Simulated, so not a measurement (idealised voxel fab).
process module | voxel capacitor over wiring
cross-section cut | 280 nm wide | cells 5 nm
A cross-section is a grid of square cells, given in bands from the top down. A band is one or more rows of cells.
Each band's line starts with the height of the band's top and of its bottom, in nm. Then come its materials from left to right, each with its width in nm. One material with "throughout" fills the band from edge to edge. "air" is empty space.
Height 0 is the level under which the wafer as received is all one material. The lowest band goes on downwards, as in "0 down".
A width such as "30 to 40" changes by the same amount from each row of cells to the next, from the band's top row to its bottom row.
"no change" after a step means that no cell of the cross-section changed.
closed voids: empty space of 8 cells or more with no open way to the top, each as width x height at its distance from the left edge, in nm
after a step's settings: what the simulator itself notes on the step
overlay nm, on a step with a mask: how far to the right of its planned place the mask lay; to the left if negative
plan
1 op RECEIVE | material Si
2 op CONFORMAL_DEP | material SiO2 | thk nm 10
3 op CONFORMAL_DEP | material SiN | thk nm 5
4 op DIRECTIONAL_DEP | material SiO2 | thk nm 15
5 op PATTERN | tone open | mask id METAL_1 | material resist | width nm 20 | pitch nm 70 | thk nm 15 | overlay nm 0
6 op DIRECTIONAL_ETCH | etch materials SiO2 | depth nm 15
7 op DIRECTIONAL_ETCH | etch materials SiN | depth nm 5
8 op STRIP | etch materials resist
9 op CONFORMAL_DEP | material TiN | thk nm 5
10 op FILL_DEP | material W | thk nm 10
11 op CMP | height nm 30
12 op EPI | material Ru | thk nm 5
13 op FILL_DEP | material SiCN | thk nm 5
14 op DIRECTIONAL_DEP | material lowk | thk nm 10
15 op DIRECTIONAL_DEP | material aC | thk nm 15
16 op PATTERN | tone open | mask id PLUG_1 | material resist | width nm 15 | thk nm 35 | overlay nm 0
17 op DIRECTIONAL_ETCH | etch materials aC | depth nm 15
18 op STRIP | etch materials resist
19 op DIRECTIONAL_ETCH | etch materials lowk | depth nm 10
20 op DIRECTIONAL_ETCH | etch materials SiCN | depth nm 5
21 op STRIP | etch materials aC
22 op CONFORMAL_DEP | material TiN | thk nm 5
23 op FILL_DEP | material Ru | thk nm 10
24 op CMP | height nm 50
25 op DIRECTIONAL_DEP | material TiN | thk nm 5
26 op DIRECTIONAL_DEP | material HfO2 | thk nm 5
27 op DIRECTIONAL_DEP | material TiN | thk nm 5
28 op DIRECTIONAL_DEP | material aC | thk nm 10
29 op PATTERN | tone cover | mask id UPPER_PLATE | material resist | width nm 55 | thk nm 25 | overlay nm 0
30 op DIRECTIONAL_ETCH | etch materials aC | depth nm 10
31 op STRIP | etch materials resist
32 op DIRECTIONAL_ETCH | etch materials TiN | depth nm 5
33 op DIRECTIONAL_ETCH | etch materials HfO2 | depth nm 5
34 op STRIP | etch materials aC
35 op MASKED_ETCH | tone cover | mask id LOWER_PLATE | width nm 65 | etch materials TiN | depth nm 5 | overlay nm 0
36 op FILL_DEP | material SiO2 | thk nm 15
37 op CMP | height nm 75
38 op DIRECTIONAL_DEP | material aC | thk nm 15
39 op PATTERN | tone open | mask id PLUG_2 | material resist | width nm 15 | thk nm 30 | overlay nm 0
40 op DIRECTIONAL_ETCH | etch materials aC | depth nm 15
41 op STRIP | etch materials resist
42 op DIRECTIONAL_ETCH | etch materials SiO2 | depth nm 10
43 op STRIP | etch materials aC
44 op CONFORMAL_DEP | material TiN | thk nm 5
45 op FILL_DEP | material Cu | thk nm 10
46 op CMP | height nm 75
47 op CONFORMAL_DEP | material SiCN | thk nm 5
first wafer, as planned
as received, after step 1
  0 down: Si throughout
  closed voids: none
after step 2
  10 to 0: SiO2 throughout
  below 0: unchanged
after step 3
  15 to 10: SiN throughout
  below 10: unchanged
after step 4
  30 to 15: SiO2 throughout
  below 15: unchanged
after step 5
  45 to 30: resist 95 | air 20 | resist 50 | air 20 | resist 95
  below 30: unchanged
after step 6
  45 to 30: resist 95 | air 20 | resist 50 | air 20 | resist 95
  30 to 15: SiO2 95 | air 20 | SiO2 50 | air 20 | SiO2 95
  below 15: unchanged
after step 7
  45 to 30: resist 95 | air 20 | resist 50 | air 20 | resist 95
  30 to 15: SiO2 95 | air 20 | SiO2 50 | air 20 | SiO2 95
  15 to 10: SiN 95 | air 20 | SiN 50 | air 20 | SiN 95
  below 10: unchanged
after step 8
  30 to 15: SiO2 95 | air 20 | SiO2 50 | air 20 | SiO2 95
  below 15: unchanged
after step 9
  35 to 30: TiN 100 | air 10 | TiN 60 | air 10 | TiN 100
  30 to 15: SiO2 95 | TiN 5 | air 10 | TiN 5 | SiO2 50 | TiN 5 | air 10 | TiN 5 | SiO2 95
  15 to 10: SiN 95 | TiN 20 | SiN 50 | TiN 20 | SiN 95
  below 10: unchanged
after step 10
  45 to 35: W throughout
  35 to 30: TiN 100 | W 10 | TiN 60 | W 10 | TiN 100
  30 to 15: SiO2 95 | TiN 5 | W 10 | TiN 5 | SiO2 50 | TiN 5 | W 10 | TiN 5 | SiO2 95
  below 15: unchanged
after step 11
  30 to 15: SiO2 95 | TiN 5 | W 10 | TiN 5 | SiO2 50 | TiN 5 | W 10 | TiN 5 | SiO2 95
  below 15: unchanged
after step 12
  35 to 30: air 90 | Ru 30 | air 40 | Ru 30 | air 90
  below 30: unchanged
after step 13
  40 to 35: SiCN throughout
  35 to 30: SiCN 90 | Ru 30 | SiCN 40 | Ru 30 | SiCN 90
  below 30: unchanged
after step 14
  50 to 40: lowk throughout
  below 40: unchanged
after step 15
  65 to 50: aC throughout
  below 50: unchanged
after step 16
  100 to 65: resist 100 | air 15 | resist 165
  below 65: unchanged
after step 17
  85 to 65: resist 100 | air 15 | resist 165
  65 to 50: aC 100 | air 15 | aC 165
  below 50: unchanged
after step 18
  65 to 50: aC 100 | air 15 | aC 165
  below 50: unchanged
after step 19
  65 to 50: aC 100 | air 15 | aC 165
  50 to 40: lowk 100 | air 15 | lowk 165
  below 40: unchanged
after step 20
  65 to 50: aC 100 | air 15 | aC 165
  50 to 40: lowk 100 | air 15 | lowk 165
  40 to 35: SiCN 100 | air 15 | SiCN 165
  below 35: unchanged
after step 21
  50 to 40: lowk 100 | air 15 | lowk 165
  below 40: unchanged
after step 22
  55 to 50: TiN 105 | air 5 | TiN 170
  50 to 40: lowk 100 | TiN 5 | air 5 | TiN 5 | lowk 165
  40 to 35: SiCN 100 | TiN 15 | SiCN 165
  below 35: unchanged
after step 23
  65 to 55: Ru throughout
  55 to 50: TiN 105 | Ru 5 | TiN 170
  50 to 40: lowk 100 | TiN 5 | Ru 5 | TiN 5 | lowk 165
  below 40: unchanged
after step 24
  50 to 40: lowk 100 | TiN 5 | Ru 5 | TiN 5 | lowk 165
  below 40: unchanged
after step 25
  55 to 50: TiN throughout
  below 50: unchanged
after step 26
  60 to 55: HfO2 throughout
  below 55: unchanged
after step 27
  65 to 60: TiN throughout
  below 60: unchanged
after step 28
  75 to 65: aC throughout
  below 65: unchanged
after step 29
  100 to 75: air 100 | resist 55 | air 125
  below 75: unchanged
after step 30
  90 to 75: air 100 | resist 55 | air 125
  75 to 65: air 100 | aC 55 | air 125
  below 65: unchanged
after step 31
  75 to 65: air 100 | aC 55 | air 125
  below 65: unchanged
after step 32
  75 to 65: air 100 | aC 55 | air 125
  65 to 60: air 100 | TiN 55 | air 125
  below 60: unchanged
after step 33
  75 to 65: air 100 | aC 55 | air 125
  65 to 60: air 100 | TiN 55 | air 125
  60 to 55: air 100 | HfO2 55 | air 125
  below 55: unchanged
after step 34
  65 to 60: air 100 | TiN 55 | air 125
  below 60: unchanged
after step 35
  65 to 60: air 100 | TiN 55 | air 125
  60 to 55: air 100 | HfO2 55 | air 125
  55 to 50: air 95 | TiN 65 | air 120
  below 50: unchanged
after step 36
  80 to 65: SiO2 throughout
  65 to 60: SiO2 100 | TiN 55 | SiO2 125
  60 to 55: SiO2 100 | HfO2 55 | SiO2 125
  55 to 50: SiO2 95 | TiN 65 | SiO2 120
  below 50: unchanged
after step 37
  75 to 65: SiO2 throughout
  below 65: unchanged
after step 38
  90 to 75: aC throughout
  below 75: unchanged
after step 39
  120 to 90: resist 110 | air 15 | resist 155
  below 90: unchanged
after step 40
  105 to 90: resist 110 | air 15 | resist 155
  90 to 75: aC 110 | air 15 | aC 155
  below 75: unchanged
after step 41
  90 to 75: aC 110 | air 15 | aC 155
  below 75: unchanged
after step 42
  90 to 75: aC 110 | air 15 | aC 155
  75 to 65: SiO2 110 | air 15 | SiO2 155
  below 65: unchanged
after step 43
  75 to 65: SiO2 110 | air 15 | SiO2 155
  below 65: unchanged
after step 44
  80 to 75: TiN 115 | air 5 | TiN 160
  75 to 70: SiO2 110 | TiN 5 | air 5 | TiN 5 | SiO2 155
  70 to 60: SiO2 110 to 100 | TiN 15 to 55 | SiO2 155 to 125
  below 60: unchanged
after step 45
  90 to 80: Cu throughout
  80 to 75: TiN 115 | Cu 5 | TiN 160
  75 to 70: SiO2 110 | TiN 5 | Cu 5 | TiN 5 | SiO2 155
  below 70: unchanged
after step 46
  75 to 70: SiO2 110 | TiN 5 | Cu 5 | TiN 5 | SiO2 155
  below 70: unchanged
after step 47
  80 to 75: SiCN throughout
  below 75: unchanged
second wafer: like start, like plan, one mistake. Through step 38 it matches the first wafer
when step 39 should have ended
  120 to 90: resist 110 | air 20 | resist 150
  below 90: unchanged
when step 40 should have ended
  105 to 90: resist 110 | air 20 | resist 150
  90 to 75: aC 110 | air 20 | aC 150
  below 75: unchanged
when step 41 should have ended
  90 to 75: aC 110 | air 20 | aC 150
  below 75: unchanged
when step 42 should have ended
  90 to 75: aC 110 | air 20 | aC 150
  75 to 65: SiO2 110 | air 20 | SiO2 150
  below 65: unchanged
when step 43 should have ended
  75 to 65: SiO2 110 | air 20 | SiO2 150
  below 65: unchanged
when step 44 should have ended
  80 to 75: TiN 115 | air 10 | TiN 155
  75 to 70: SiO2 110 | TiN 5 | air 10 | TiN 5 | SiO2 150
  70 to 60: SiO2 110 to 100 | TiN 20 to 55 | SiO2 150 to 125
  below 60: unchanged
when step 45 should have ended
  90 to 80: Cu throughout
  80 to 75: TiN 115 | Cu 10 | TiN 155
  75 to 70: SiO2 110 | TiN 5 | Cu 10 | TiN 5 | SiO2 150
  below 70: unchanged
when step 46 should have ended
  75 to 70: SiO2 110 | TiN 5 | Cu 10 | TiN 5 | SiO2 150
  below 70: unchanged
when step 47 should have ended
  80 to 75: SiCN throughout
  below 75: unchanged
what went wrong: step 39 ran as: op PATTERN | tone open | mask id PLUG_2 | material resist | width nm 20 | thk nm 30 | overlay nm 0
at the end the second wafer has, in cells: 1 more of Cu | 2 fewer of SiO2 | 1 more of TiN
